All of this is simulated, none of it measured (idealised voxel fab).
This is a process module. Its name is voxel transistor to metal.
For reference, the cross-section in this document is cut, with width 280 nm and square cells of 5 nm.
This document writes a cross-section as a grid whose cells are square, and gives it as bands, listed from the top down; one or more rows of cells form a band. In this notation a band is specified by the heights of its top and bottom, in that order and in nm, after which its materials appear from left to right, each paired with its width in nm. The word "edge to edge" attached to a single material means that material fills the band from edge to edge; the word "empty" stands for empty space. It should be noted that heights are counted from 0, beneath which the wafer as supplied is of one material throughout, and that the lowest band possesses no lower boundary but continues downward, as written in "0 and below". The expression "30->40" gives the width at the extremes of the band, the first number at its top row of cells and the second at its bottom row, with the width changing by equal amounts from each row to the next in between. Key: "no modification" - step with no changed cell in the cross-section. You'll see "Completely enclosed voids" listing empty spaces that have no way open to the top, as long as they're 8 cells or more; the notation is width x height at distance, where the distance is from the left edge, and all of it is in nm. It should be noted that, on the line of a given step, the content following the step's settings is a remark produced by the simulator itself with respect to that step. "overlay nm" denotes, for a step that has a mask, the displacement of the mask to the right of its planned place, with negative values corresponding to the left.
PLAN
1 RECEIVE with material Si
2 OXIDIZE with depth nm 5
3 CONFORMAL_DEP with material SiN, thk nm 10
4 MASKED_ETCH with tone cover, mask id ACTIVE, width nm 105, pitch nm 125, etch materials SiN, depth nm 10, overlay nm 0
5 MASKED_ETCH with tone cover, mask id ACTIVE, width nm 105, pitch nm 125, etch materials SiO2, depth nm 5, overlay nm 0
6 MASKED_ETCH with tone cover, mask id ACTIVE, width nm 105, pitch nm 125, etch materials Si, depth nm 35, overlay nm 0
7 FILL_DEP with material SiO2, thk nm 5
8 CMP with height nm 10
9 SELECTIVE_ETCH with etch materials SiO2, depth nm 10
10 STRIP with etch materials SiN
11 SELECTIVE_ETCH with etch materials SiO2, depth nm 5
12 OXIDIZE with depth nm 5
13 DIRECTIONAL_DEP with material polySi, thk nm 20
14 DIRECTIONAL_DEP with material SiCN, thk nm 15
15 PATTERN with tone cover, mask id GATE, material resist, width nm 25, pitch nm 125, thk nm 15, overlay nm 0
16 DIRECTIONAL_ETCH with etch materials SiCN, depth nm 25
17 DIRECTIONAL_ETCH with etch materials polySi, depth nm 30
18 STRIP with etch materials resist
19 CONFORMAL_DEP with material SiO2, thk nm 5
20 DIRECTIONAL_ETCH with etch materials SiO2, depth nm 5
21 CONFORMAL_DEP with material SiN, thk nm 5
22 DIRECTIONAL_ETCH with etch materials SiN, depth nm 5
23 DIRECTIONAL_ETCH with etch materials SiO2, depth nm 5
24 DIRECTIONAL_ETCH with etch materials Si, depth nm 10
25 EPI with material SiGe, thk nm 10
26 FILL_DEP with material SiO2, thk nm 5
27 CMP with height nm 30
28 DIRECTIONAL_DEP with material SiO2, thk nm 10
29 MASKED_ETCH with tone open, mask id CONTACT, width nm 20, etch materials SiO2, depth nm 50, overlay nm 0
30 CONFORMAL_DEP with material TiN, thk nm 5
31 FILL_DEP with material W, thk nm 5
32 CMP with height nm 40
33 CONFORMAL_DEP with material SiN, thk nm 5
34 DIRECTIONAL_DEP with material lowk, thk nm 15
35 PATTERN with tone open, mask id METAL_1, material resist, width nm 20, thk nm 15, overlay nm 0
36 DIRECTIONAL_ETCH with etch materials lowk, depth nm 15
37 DIRECTIONAL_ETCH with etch materials SiN, depth nm 5
38 STRIP with etch materials resist
39 CONFORMAL_DEP with material TiN, thk nm 5
40 FILL_DEP with material Cu, thk nm 5
41 CMP with height nm 60
42 CONFORMAL_DEP with material SiCN, thk nm 5
43 DIRECTIONAL_DEP with material SiO2, thk nm 30
44 MASKED_ETCH with tone open, mask id METAL_2_HOLES, width nm 15, pitch nm 125, etch materials SiO2, depth nm 30, overlay nm 0
45 MASKED_ETCH with tone open, mask id METAL_2, width nm 20, pitch nm 125, etch materials SiO2, depth nm 15, overlay nm 0
46 MASKED_ETCH with tone open, mask id METAL_2, width nm 20, pitch nm 125, etch materials SiCN, depth nm 5, overlay nm 0
47 CONFORMAL_DEP with material TiN, thk nm 5
48 FILL_DEP with material Cu, thk nm 5
49 CMP with height nm 95
50 CONFORMAL_DEP with material SiCN, thk nm 5
RUN AS PLANNED: FIRST OF TWO WAFERS
INCOMING WAFER IN CROSS-SECTION (STATE: AFTER STEP 1)
* 0 and below  Si edge to edge
* Completely enclosed voids: none
YOU'RE LOOKING AT A CROSS-SECTION OF THE WAFER AFTER STEP 2
* 0 down to -5  SiO2 edge to edge
* Everything under -5 stays put, no change at all.
YOU'RE LOOKING AT A CROSS-SECTION OF THE WAFER AFTER STEP 3
* 10 down to 0  SiN edge to edge
* Everything under 0 stays put, no change at all.
YOU'RE LOOKING AT A CROSS-SECTION OF THE WAFER AFTER STEP 4
* 10 down to 0  empty: 25; SiN: 105; empty: 20; SiN: 105; empty: 25
* Everything under 0 stays put, no change at all.
YOU'RE LOOKING AT A CROSS-SECTION OF THE WAFER AFTER STEP 5
* 10 down to 0  empty: 25; SiN: 105; empty: 20; SiN: 105; empty: 25
* 0 down to -5  empty: 25; SiO2: 105; empty: 20; SiO2: 105; empty: 25
* Everything under -5 stays put, no change at all.
YOU'RE LOOKING AT A CROSS-SECTION OF THE WAFER AFTER STEP 6
* 10 down to 0  empty: 25; SiN: 105; empty: 20; SiN: 105; empty: 25
* 0 down to -5  empty: 25; SiO2: 105; empty: 20; SiO2: 105; empty: 25
* -5 down to -40  empty: 25; Si: 105; empty: 20; Si: 105; empty: 25
* Everything under -40 stays put, no change at all.
YOU'RE LOOKING AT A CROSS-SECTION OF THE WAFER AFTER STEP 7
* 15 down to 10  SiO2 edge to edge
* 10 down to 0  SiO2: 25; SiN: 105; SiO2: 20; SiN: 105; SiO2: 25
* 0 down to -5  SiO2 edge to edge
* -5 down to -40  SiO2: 25; Si: 105; SiO2: 20; Si: 105; SiO2: 25
* Everything under -40 stays put, no change at all.
YOU'RE LOOKING AT A CROSS-SECTION OF THE WAFER AFTER STEP 8
* 10 down to 0  SiO2: 25; SiN: 105; SiO2: 20; SiN: 105; SiO2: 25
* Everything under 0 stays put, no change at all.
YOU'RE LOOKING AT A CROSS-SECTION OF THE WAFER AFTER STEP 9
* 10 down to 0  empty: 25; SiN: 105; empty: 20; SiN: 105; empty: 25
* Everything under 0 stays put, no change at all.
YOU'RE LOOKING AT A CROSS-SECTION OF THE WAFER AFTER STEP 10
* 0 down to -5  SiO2 edge to edge
* Everything under -5 stays put, no change at all.
YOU'RE LOOKING AT A CROSS-SECTION OF THE WAFER AFTER STEP 11
* -5 down to -40  SiO2: 25; Si: 105; SiO2: 20; Si: 105; SiO2: 25
* Everything under -40 stays put, no change at all.
YOU'RE LOOKING AT A CROSS-SECTION OF THE WAFER AFTER STEP 12
* -5 down to -10  SiO2 edge to edge
* Everything under -10 stays put, no change at all.
YOU'RE LOOKING AT A CROSS-SECTION OF THE WAFER AFTER STEP 13
* 15 down to -5  polySi edge to edge
* Everything under -5 stays put, no change at all.
YOU'RE LOOKING AT A CROSS-SECTION OF THE WAFER AFTER STEP 14
* 30 down to 15  SiCN edge to edge
* Everything under 15 stays put, no change at all.
YOU'RE LOOKING AT A CROSS-SECTION OF THE WAFER AFTER STEP 15
* 45 down to 30  empty: 65; resist: 25; empty: 100; resist: 25; empty: 65
* Everything under 30 stays put, no change at all.
YOU'RE LOOKING AT A CROSS-SECTION OF THE WAFER AFTER STEP 16
* 45 down to 30  empty: 65; resist: 25; empty: 100; resist: 25; empty: 65
* 30 down to 15  empty: 65; SiCN: 25; empty: 100; SiCN: 25; empty: 65
* Everything under 15 stays put, no change at all.
YOU'RE LOOKING AT A CROSS-SECTION OF THE WAFER AFTER STEP 17
* 45 down to 30  empty: 65; resist: 25; empty: 100; resist: 25; empty: 65
* 30 down to 15  empty: 65; SiCN: 25; empty: 100; SiCN: 25; empty: 65
* 15 down to -5  empty: 65; polySi: 25; empty: 100; polySi: 25; empty: 65
* Everything under -5 stays put, no change at all.
YOU'RE LOOKING AT A CROSS-SECTION OF THE WAFER AFTER STEP 18
* 30 down to 15  empty: 65; SiCN: 25; empty: 100; SiCN: 25; empty: 65
* Everything under 15 stays put, no change at all.
YOU'RE LOOKING AT A CROSS-SECTION OF THE WAFER AFTER STEP 19
* 35 down to 30  empty: 60; SiO2: 35; empty: 90; SiO2: 35; empty: 60
* 30 down to 15  empty: 60; SiO2: 5; SiCN: 25; SiO2: 5; empty: 90; SiO2: 5; SiCN: 25; SiO2: 5; empty: 60
* 15 down to 0  empty: 60; SiO2: 5; polySi: 25; SiO2: 5; empty: 90; SiO2: 5; polySi: 25; SiO2: 5; empty: 60
* 0 down to -5  SiO2: 65; polySi: 25; SiO2: 100; polySi: 25; SiO2: 65
* Everything under -5 stays put, no change at all.
YOU'RE LOOKING AT A CROSS-SECTION OF THE WAFER AFTER STEP 20
* 30 down to 15  empty: 60; SiO2: 5; SiCN: 25; SiO2: 5; empty: 90; SiO2: 5; SiCN: 25; SiO2: 5; empty: 60
* 15 down to -5  empty: 60; SiO2: 5; polySi: 25; SiO2: 5; empty: 90; SiO2: 5; polySi: 25; SiO2: 5; empty: 60
* Everything under -5 stays put, no change at all.
YOU'RE LOOKING AT A CROSS-SECTION OF THE WAFER AFTER STEP 21
* 35 down to 30  empty: 55; SiN: 45; empty: 80; SiN: 45; empty: 55
* 30 down to 15  empty: 55; SiN: 5; SiO2: 5; SiCN: 25; SiO2: 5; SiN: 5; empty: 80; SiN: 5; SiO2: 5; SiCN: 25; SiO2: 5; SiN: 5; empty: 55
* 15 down to 0  empty: 55; SiN: 5; SiO2: 5; polySi: 25; SiO2: 5; SiN: 5; empty: 80; SiN: 5; SiO2: 5; polySi: 25; SiO2: 5; SiN: 5; empty: 55
* 0 down to -5  SiN: 60; SiO2: 5; polySi: 25; SiO2: 5; SiN: 90; SiO2: 5; polySi: 25; SiO2: 5; SiN: 60
* Everything under -5 stays put, no change at all.
YOU'RE LOOKING AT A CROSS-SECTION OF THE WAFER AFTER STEP 22
* 30 down to 15  empty: 55; SiN: 5; SiO2: 5; SiCN: 25; SiO2: 5; SiN: 5; empty: 80; SiN: 5; SiO2: 5; SiCN: 25; SiO2: 5; SiN: 5; empty: 55
* 15 down to -5  empty: 55; SiN: 5; SiO2: 5; polySi: 25; SiO2: 5; SiN: 5; empty: 80; SiN: 5; SiO2: 5; polySi: 25; SiO2: 5; SiN: 5; empty: 55
* Everything under -5 stays put, no change at all.
YOU'RE LOOKING AT A CROSS-SECTION OF THE WAFER AFTER STEP 23
* 30 down to 25  empty: 55; SiN: 5; empty: 5; SiCN: 25; empty: 5; SiN: 5; empty: 80; SiN: 5; empty: 5; SiCN: 25; empty: 5; SiN: 5; empty: 55
* 25 down to 15  empty: 55; SiN: 5; SiO2: 5; SiCN: 25; SiO2: 5; SiN: 5; empty: 80; SiN: 5; SiO2: 5; SiCN: 25; SiO2: 5; SiN: 5; empty: 55
* 15 down to -5  empty: 55; SiN: 5; SiO2: 5; polySi: 25; SiO2: 5; SiN: 5; empty: 80; SiN: 5; SiO2: 5; polySi: 25; SiO2: 5; SiN: 5; empty: 55
* -5 down to -10  empty: 55; SiO2: 45; empty: 80; SiO2: 45; empty: 55
* Everything under -10 stays put, no change at all.
YOU'RE LOOKING AT A CROSS-SECTION OF THE WAFER AFTER STEP 24
* 30 down to 25  empty: 55; SiN: 5; empty: 5; SiCN: 25; empty: 5; SiN: 5; empty: 80; SiN: 5; empty: 5; SiCN: 25; empty: 5; SiN: 5; empty: 55
* 25 down to 15  empty: 55; SiN: 5; SiO2: 5; SiCN: 25; SiO2: 5; SiN: 5; empty: 80; SiN: 5; SiO2: 5; SiCN: 25; SiO2: 5; SiN: 5; empty: 55
* 15 down to -5  empty: 55; SiN: 5; SiO2: 5; polySi: 25; SiO2: 5; SiN: 5; empty: 80; SiN: 5; SiO2: 5; polySi: 25; SiO2: 5; SiN: 5; empty: 55
* -5 down to -10  empty: 55; SiO2: 45; empty: 80; SiO2: 45; empty: 55
* -10 down to -20  SiO2: 25; empty: 30; Si: 45; empty: 30; SiO2: 20; empty: 30; Si: 45; empty: 30; SiO2: 25
* Everything under -20 stays put, no change at all.
YOU'RE LOOKING AT A CROSS-SECTION OF THE WAFER AFTER STEP 25
* 30 down to 25  empty: 55; SiN: 5; empty: 5; SiCN: 25; empty: 5; SiN: 5; empty: 80; SiN: 5; empty: 5; SiCN: 25; empty: 5; SiN: 5; empty: 55
* 25 down to 15  empty: 55; SiN: 5; SiO2: 5; SiCN: 25; SiO2: 5; SiN: 5; empty: 80; SiN: 5; SiO2: 5; SiCN: 25; SiO2: 5; SiN: 5; empty: 55
* 15 down to 0  empty: 55; SiN: 5; SiO2: 5; polySi: 25; SiO2: 5; SiN: 5; empty: 80; SiN: 5; SiO2: 5; polySi: 25; SiO2: 5; SiN: 5; empty: 55
* 0 down to -5  empty: 45; SiGe: 10; SiN: 5; SiO2: 5; polySi: 25; SiO2: 5; SiN: 5; SiGe: 10; empty: 60; SiGe: 10; SiN: 5; SiO2: 5; polySi: 25; SiO2: 5; SiN: 5; SiGe: 10; empty: 45
* -5 down to -10  empty: 45; SiGe: 10; SiO2: 45; SiGe: 10; empty: 60; SiGe: 10; SiO2: 45; SiGe: 10; empty: 45
* -10 down to -20  SiO2: 25; SiGe: 30; Si: 45; SiGe: 30; SiO2: 20; SiGe: 30; Si: 45; SiGe: 30; SiO2: 25
* Everything under -20 stays put, no change at all.
YOU'RE LOOKING AT A CROSS-SECTION OF THE WAFER AFTER STEP 26
* 35 down to 30  SiO2 edge to edge
* 30 down to 15  SiO2: 55; SiN: 5; SiO2: 5; SiCN: 25; SiO2: 5; SiN: 5; SiO2: 80; SiN: 5; SiO2: 5; SiCN: 25; SiO2: 5; SiN: 5; SiO2: 55
* 15 down to 0  SiO2: 55; SiN: 5; SiO2: 5; polySi: 25; SiO2: 5; SiN: 5; SiO2: 80; SiN: 5; SiO2: 5; polySi: 25; SiO2: 5; SiN: 5; SiO2: 55
* 0 down to -5  SiO2: 45; SiGe: 10; SiN: 5; SiO2: 5; polySi: 25; SiO2: 5; SiN: 5; SiGe: 10; SiO2: 60; SiGe: 10; SiN: 5; SiO2: 5; polySi: 25; SiO2: 5; SiN: 5; SiGe: 10; SiO2: 45
* -5 down to -10  SiO2: 45; SiGe: 10; SiO2: 45; SiGe: 10; SiO2: 60; SiGe: 10; SiO2: 45; SiGe: 10; SiO2: 45
* Everything under -10 stays put, no change at all.
YOU'RE LOOKING AT A CROSS-SECTION OF THE WAFER AFTER STEP 27
* 30 down to 15  SiO2: 55; SiN: 5; SiO2: 5; SiCN: 25; SiO2: 5; SiN: 5; SiO2: 80; SiN: 5; SiO2: 5; SiCN: 25; SiO2: 5; SiN: 5; SiO2: 55
* Everything under 15 stays put, no change at all.
YOU'RE LOOKING AT A CROSS-SECTION OF THE WAFER AFTER STEP 28
* 40 down to 30  SiO2 edge to edge
* Everything under 30 stays put, no change at all.
YOU'RE LOOKING AT A CROSS-SECTION OF THE WAFER AFTER STEP 29
* 40 down to 30  SiO2: 30; empty: 20; SiO2: 55; empty: 20; SiO2: 30; empty: 20; SiO2: 55; empty: 20; SiO2: 30
* 30 down to 15  SiO2: 30; empty: 20; SiO2: 5; SiN: 5; SiO2: 5; SiCN: 25; SiO2: 5; SiN: 5; SiO2: 5; empty: 20; SiO2: 30; empty: 20; SiO2: 5; SiN: 5; SiO2: 5; SiCN: 25; SiO2: 5; SiN: 5; SiO2: 5; empty: 20; SiO2: 30
* 15 down to 0  SiO2: 30; empty: 20; SiO2: 5; SiN: 5; SiO2: 5; polySi: 25; SiO2: 5; SiN: 5; SiO2: 5; empty: 20; SiO2: 30; empty: 20; SiO2: 5; SiN: 5; SiO2: 5; polySi: 25; SiO2: 5; SiN: 5; SiO2: 5; empty: 20; SiO2: 30
* 0 down to -5  SiO2: 30; empty: 15; SiGe: 10; SiN: 5; SiO2: 5; polySi: 25; SiO2: 5; SiN: 5; SiGe: 10; empty: 15; SiO2: 30; empty: 15; SiGe: 10; SiN: 5; SiO2: 5; polySi: 25; SiO2: 5; SiN: 5; SiGe: 10; empty: 15; SiO2: 30
* -5 down to -10  SiO2: 30; empty: 15; SiGe: 10; SiO2: 45; SiGe: 10; empty: 15; SiO2: 30; empty: 15; SiGe: 10; SiO2: 45; SiGe: 10; empty: 15; SiO2: 30
* Everything under -10 stays put, no change at all.
YOU'RE LOOKING AT A CROSS-SECTION OF THE WAFER AFTER STEP 30
* 45 down to 40  TiN: 35; empty: 10; TiN: 65; empty: 10; TiN: 40; empty: 10; TiN: 65; empty: 10; TiN: 35
* 40 down to 30  SiO2: 30; TiN: 5; empty: 10; TiN: 5; SiO2: 55; TiN: 5; empty: 10; TiN: 5; SiO2: 30; TiN: 5; empty: 10; TiN: 5; SiO2: 55; TiN: 5; empty: 10; TiN: 5; SiO2: 30
* 30 down to 15  SiO2: 30; TiN: 5; empty: 10; TiN: 5; SiO2: 5; SiN: 5; SiO2: 5; SiCN: 25; SiO2: 5; SiN: 5; SiO2: 5; TiN: 5; empty: 10; TiN: 5; SiO2: 30; TiN: 5; empty: 10; TiN: 5; SiO2: 5; SiN: 5; SiO2: 5; SiCN: 25; SiO2: 5; SiN: 5; SiO2: 5; TiN: 5; empty: 10; TiN: 5; SiO2: 30
* 15 down to 5  SiO2: 30; TiN: 5; empty: 10; TiN: 5; SiO2: 5; SiN: 5; SiO2: 5; polySi: 25; SiO2: 5; SiN: 5; SiO2: 5; TiN: 5; empty: 10; TiN: 5; SiO2: 30; TiN: 5; empty: 10; TiN: 5; SiO2: 5; SiN: 5; SiO2: 5; polySi: 25; SiO2: 5; SiN: 5; SiO2: 5; TiN: 5; empty: 10; TiN: 5; SiO2: 30
* 5 down to 0  SiO2: 30; TiN: 5; empty: 5; TiN: 10; SiO2: 5; SiN: 5; SiO2: 5; polySi: 25; SiO2: 5; SiN: 5; SiO2: 5; TiN: 10; empty: 5; TiN: 5; SiO2: 30; TiN: 5; empty: 5; TiN: 10; SiO2: 5; SiN: 5; SiO2: 5; polySi: 25; SiO2: 5; SiN: 5; SiO2: 5; TiN: 10; empty: 5; TiN: 5; SiO2: 30
* 0 down to -5  SiO2: 30; TiN: 5; empty: 5; TiN: 5; SiGe: 10; SiN: 5; SiO2: 5; polySi: 25; SiO2: 5; SiN: 5; SiGe: 10; TiN: 5; empty: 5; TiN: 5; SiO2: 30; TiN: 5; empty: 5; TiN: 5; SiGe: 10; SiN: 5; SiO2: 5; polySi: 25; SiO2: 5; SiN: 5; SiGe: 10; TiN: 5; empty: 5; TiN: 5; SiO2: 30
* -5 down to -10  SiO2: 30; TiN: 15; SiGe: 10; SiO2: 45; SiGe: 10; TiN: 15; SiO2: 30; TiN: 15; SiGe: 10; SiO2: 45; SiGe: 10; TiN: 15; SiO2: 30
* Everything under -10 stays put, no change at all.
YOU'RE LOOKING AT A CROSS-SECTION OF THE WAFER AFTER STEP 31
* 50 down to 45  W edge to edge
* 45 down to 40  TiN: 35; W: 10; TiN: 65; W: 10; TiN: 40; W: 10; TiN: 65; W: 10; TiN: 35
* 40 down to 30  SiO2: 30; TiN: 5; W: 10; TiN: 5; SiO2: 55; TiN: 5; W: 10; TiN: 5; SiO2: 30; TiN: 5; W: 10; TiN: 5; SiO2: 55; TiN: 5; W: 10; TiN: 5; SiO2: 30
* 30 down to 15  SiO2: 30; TiN: 5; W: 10; TiN: 5; SiO2: 5; SiN: 5; SiO2: 5; SiCN: 25; SiO2: 5; SiN: 5; SiO2: 5; TiN: 5; W: 10; TiN: 5; SiO2: 30; TiN: 5; W: 10; TiN: 5; SiO2: 5; SiN: 5; SiO2: 5; SiCN: 25; SiO2: 5; SiN: 5; SiO2: 5; TiN: 5; W: 10; TiN: 5; SiO2: 30
* 15 down to 5  SiO2: 30; TiN: 5; W: 10; TiN: 5; SiO2: 5; SiN: 5; SiO2: 5; polySi: 25; SiO2: 5; SiN: 5; SiO2: 5; TiN: 5; W: 10; TiN: 5; SiO2: 30; TiN: 5; W: 10; TiN: 5; SiO2: 5; SiN: 5; SiO2: 5; polySi: 25; SiO2: 5; SiN: 5; SiO2: 5; TiN: 5; W: 10; TiN: 5; SiO2: 30
* 5 down to 0  SiO2: 30; TiN: 5; W: 5; TiN: 10; SiO2: 5; SiN: 5; SiO2: 5; polySi: 25; SiO2: 5; SiN: 5; SiO2: 5; TiN: 10; W: 5; TiN: 5; SiO2: 30; TiN: 5; W: 5; TiN: 10; SiO2: 5; SiN: 5; SiO2: 5; polySi: 25; SiO2: 5; SiN: 5; SiO2: 5; TiN: 10; W: 5; TiN: 5; SiO2: 30
* 0 down to -5  SiO2: 30; TiN: 5; W: 5; TiN: 5; SiGe: 10; SiN: 5; SiO2: 5; polySi: 25; SiO2: 5; SiN: 5; SiGe: 10; TiN: 5; W: 5; TiN: 5; SiO2: 30; TiN: 5; W: 5; TiN: 5; SiGe: 10; SiN: 5; SiO2: 5; polySi: 25; SiO2: 5; SiN: 5; SiGe: 10; TiN: 5; W: 5; TiN: 5; SiO2: 30
* Everything under -5 stays put, no change at all.
YOU'RE LOOKING AT A CROSS-SECTION OF THE WAFER AFTER STEP 32
* 40 down to 30  SiO2: 30; TiN: 5; W: 10; TiN: 5; SiO2: 55; TiN: 5; W: 10; TiN: 5; SiO2: 30; TiN: 5; W: 10; TiN: 5; SiO2: 55; TiN: 5; W: 10; TiN: 5; SiO2: 30
* Everything under 30 stays put, no change at all.
YOU'RE LOOKING AT A CROSS-SECTION OF THE WAFER AFTER STEP 33
* 45 down to 40  SiN edge to edge
* Everything under 40 stays put, no change at all.
YOU'RE LOOKING AT A CROSS-SECTION OF THE WAFER AFTER STEP 34
* 60 down to 45  lowk edge to edge
* Everything under 45 stays put, no change at all.
YOU'RE LOOKING AT A CROSS-SECTION OF THE WAFER AFTER STEP 35
* 75 down to 60  resist: 30; empty: 20; resist: 55; empty: 20; resist: 30; empty: 20; resist: 55; empty: 20; resist: 30
* Everything under 60 stays put, no change at all.
YOU'RE LOOKING AT A CROSS-SECTION OF THE WAFER AFTER STEP 36
* 75 down to 60  resist: 30; empty: 20; resist: 55; empty: 20; resist: 30; empty: 20; resist: 55; empty: 20; resist: 30
* 60 down to 45  lowk: 30; empty: 20; lowk: 55; empty: 20; lowk: 30; empty: 20; lowk: 55; empty: 20; lowk: 30
* Everything under 45 stays put, no change at all.
YOU'RE LOOKING AT A CROSS-SECTION OF THE WAFER AFTER STEP 37
* 75 down to 60  resist: 30; empty: 20; resist: 55; empty: 20; resist: 30; empty: 20; resist: 55; empty: 20; resist: 30
* 60 down to 45  lowk: 30; empty: 20; lowk: 55; empty: 20; lowk: 30; empty: 20; lowk: 55; empty: 20; lowk: 30
* 45 down to 40  SiN: 30; empty: 20; SiN: 55; empty: 20; SiN: 30; empty: 20; SiN: 55; empty: 20; SiN: 30
* Everything under 40 stays put, no change at all.
YOU'RE LOOKING AT A CROSS-SECTION OF THE WAFER AFTER STEP 38
* 60 down to 45  lowk: 30; empty: 20; lowk: 55; empty: 20; lowk: 30; empty: 20; lowk: 55; empty: 20; lowk: 30
* Everything under 45 stays put, no change at all.
YOU'RE LOOKING AT A CROSS-SECTION OF THE WAFER AFTER STEP 39
* 65 down to 60  TiN: 35; empty: 10; TiN: 65; empty: 10; TiN: 40; empty: 10; TiN: 65; empty: 10; TiN: 35
* 60 down to 45  lowk: 30; TiN: 5; empty: 10; TiN: 5; lowk: 55; TiN: 5; empty: 10; TiN: 5; lowk: 30; TiN: 5; empty: 10; TiN: 5; lowk: 55; TiN: 5; empty: 10; TiN: 5; lowk: 30
* 45 down to 40  SiN: 30; TiN: 20; SiN: 55; TiN: 20; SiN: 30; TiN: 20; SiN: 55; TiN: 20; SiN: 30
* Everything under 40 stays put, no change at all.
YOU'RE LOOKING AT A CROSS-SECTION OF THE WAFER AFTER STEP 40
* 70 down to 65  Cu edge to edge
* 65 down to 60  TiN: 35; Cu: 10; TiN: 65; Cu: 10; TiN: 40; Cu: 10; TiN: 65; Cu: 10; TiN: 35
* 60 down to 45  lowk: 30; TiN: 5; Cu: 10; TiN: 5; lowk: 55; TiN: 5; Cu: 10; TiN: 5; lowk: 30; TiN: 5; Cu: 10; TiN: 5; lowk: 55; TiN: 5; Cu: 10; TiN: 5; lowk: 30
* Everything under 45 stays put, no change at all.
YOU'RE LOOKING AT A CROSS-SECTION OF THE WAFER AFTER STEP 41
* 60 down to 45  lowk: 30; TiN: 5; Cu: 10; TiN: 5; lowk: 55; TiN: 5; Cu: 10; TiN: 5; lowk: 30; TiN: 5; Cu: 10; TiN: 5; lowk: 55; TiN: 5; Cu: 10; TiN: 5; lowk: 30
* Everything under 45 stays put, no change at all.
YOU'RE LOOKING AT A CROSS-SECTION OF THE WAFER AFTER STEP 42
* 65 down to 60  SiCN edge to edge
* Everything under 60 stays put, no change at all.
YOU'RE LOOKING AT A CROSS-SECTION OF THE WAFER AFTER STEP 43
* 95 down to 65  SiO2 edge to edge
* Everything under 65 stays put, no change at all.
YOU'RE LOOKING AT A CROSS-SECTION OF THE WAFER AFTER STEP 44
* 95 down to 65  SiO2: 30; empty: 15; SiO2: 110; empty: 15; SiO2: 110
* Everything under 65 stays put, no change at all.
YOU'RE LOOKING AT A CROSS-SECTION OF THE WAFER AFTER STEP 45
* 95 down to 80  SiO2: 30; empty: 20; SiO2: 105; empty: 20; SiO2: 105
* Everything under 80 stays put, no change at all.
YOU'RE LOOKING AT A CROSS-SECTION OF THE WAFER AFTER STEP 46
* 95 down to 80  SiO2: 30; empty: 20; SiO2: 105; empty: 20; SiO2: 105
* 80 down to 65  SiO2: 30; empty: 15; SiO2: 110; empty: 15; SiO2: 110
* 65 down to 60  SiCN: 30; empty: 15; SiCN: 110; empty: 15; SiCN: 110
* Everything under 60 stays put, no change at all.
YOU'RE LOOKING AT A CROSS-SECTION OF THE WAFER AFTER STEP 47
* 100 down to 95  TiN: 35; empty: 10; TiN: 115; empty: 10; TiN: 110
* 95 down to 85  SiO2: 30; TiN: 5; empty: 10; TiN: 5; SiO2: 105; TiN: 5; empty: 10; TiN: 5; SiO2: 105
* 85 down to 80  SiO2: 30; TiN: 5; empty: 5; TiN: 10; SiO2: 105; TiN: 5; empty: 5; TiN: 10; SiO2: 105
* 80 down to 65  SiO2: 30; TiN: 5; empty: 5; TiN: 5; SiO2: 110; TiN: 5; empty: 5; TiN: 5; SiO2: 110
* 65 down to 60  SiCN: 30; TiN: 15; SiCN: 110; TiN: 15; SiCN: 110
* Everything under 60 stays put, no change at all.
YOU'RE LOOKING AT A CROSS-SECTION OF THE WAFER AFTER STEP 48
* 105 down to 100  Cu edge to edge
* 100 down to 95  TiN: 35; Cu: 10; TiN: 115; Cu: 10; TiN: 110
* 95 down to 85  SiO2: 30; TiN: 5; Cu: 10; TiN: 5; SiO2: 105; TiN: 5; Cu: 10; TiN: 5; SiO2: 105
* 85 down to 80  SiO2: 30; TiN: 5; Cu: 5; TiN: 10; SiO2: 105; TiN: 5; Cu: 5; TiN: 10; SiO2: 105
* 80 down to 65  SiO2: 30; TiN: 5; Cu: 5; TiN: 5; SiO2: 110; TiN: 5; Cu: 5; TiN: 5; SiO2: 110
* Everything under 65 stays put, no change at all.
YOU'RE LOOKING AT A CROSS-SECTION OF THE WAFER AFTER STEP 49
* 95 down to 85  SiO2: 30; TiN: 5; Cu: 10; TiN: 5; SiO2: 105; TiN: 5; Cu: 10; TiN: 5; SiO2: 105
* Everything under 85 stays put, no change at all.
YOU'RE LOOKING AT A CROSS-SECTION OF THE WAFER AFTER STEP 50
* 100 down to 95  SiCN edge to edge
* Everything under 95 stays put, no change at all.
FOR THE SECOND WAFER, TAKE THE FIRST WAFER'S START AND PLAN, THEN ADD ONE MISTAKE MADE IN RUNNING IT; EVERYTHING THROUGH STEP 45, THAT STEP INCLUDED, IS SHARED WITH THE FIRST
SECOND WAFER AT THE PLANNED FINISH OF STEP 46, SEEN IN CROSS-SECTION
* 95 down to 80  SiO2: 30; empty: 20; SiO2: 105; empty: 20; SiO2: 105
* 80 down to 65  SiO2: 30; empty: 15; SiO2: 110; empty: 15; SiO2: 110
* 65 down to 60  SiCN: 30; empty: 10; SiCN: 115; empty: 10; SiCN: 115
* Everything under 60 stays put, no change at all.
SECOND WAFER AT THE PLANNED FINISH OF STEP 47, SEEN IN CROSS-SECTION
* 100 down to 95  TiN: 35; empty: 10; TiN: 115; empty: 10; TiN: 110
* 95 down to 85  SiO2: 30; TiN: 5; empty: 10; TiN: 5; SiO2: 105; TiN: 5; empty: 10; TiN: 5; SiO2: 105
* 85 down to 80  SiO2: 30; TiN: 5; empty: 5; TiN: 10; SiO2: 105; TiN: 5; empty: 5; TiN: 10; SiO2: 105
* 80 down to 70  SiO2: 30; TiN: 5; empty: 5; TiN: 5; SiO2: 110; TiN: 5; empty: 5; TiN: 5; SiO2: 110
* 70 down to 65  SiO2: 30; TiN: 15; SiO2: 110; TiN: 15; SiO2: 110
* 65 down to 60  SiCN: 30; TiN: 10; SiCN: 115; TiN: 10; SiCN: 115
* Everything under 60 stays put, no change at all.
SECOND WAFER AT THE PLANNED FINISH OF STEP 48, SEEN IN CROSS-SECTION
* 105 down to 100  Cu edge to edge
* 100 down to 95  TiN: 35; Cu: 10; TiN: 115; Cu: 10; TiN: 110
* 95 down to 85  SiO2: 30; TiN: 5; Cu: 10; TiN: 5; SiO2: 105; TiN: 5; Cu: 10; TiN: 5; SiO2: 105
* 85 down to 80  SiO2: 30; TiN: 5; Cu: 5; TiN: 10; SiO2: 105; TiN: 5; Cu: 5; TiN: 10; SiO2: 105
* 80 down to 70  SiO2: 30; TiN: 5; Cu: 5; TiN: 5; SiO2: 110; TiN: 5; Cu: 5; TiN: 5; SiO2: 110
* Everything under 70 stays put, no change at all.
SECOND WAFER AT THE PLANNED FINISH OF STEP 49, SEEN IN CROSS-SECTION
* 95 down to 85  SiO2: 30; TiN: 5; Cu: 10; TiN: 5; SiO2: 105; TiN: 5; Cu: 10; TiN: 5; SiO2: 105
* Everything under 85 stays put, no change at all.
SECOND WAFER AT THE PLANNED FINISH OF STEP 50, SEEN IN CROSS-SECTION
* 100 down to 95  SiCN edge to edge
* Everything under 95 stays put, no change at all.
Finding, execution versus plan: heads up, step 46 didn't go per plan, it actually ran as MASKED_ETCH with tone open, mask id METAL_2, width nm 20, pitch nm 125, etch materials SiCN, depth nm 5, overlay nm -10
Final tally in cells, some materials are higher or lower on the second wafer than on the first: -2 Cu | +2 SiCN
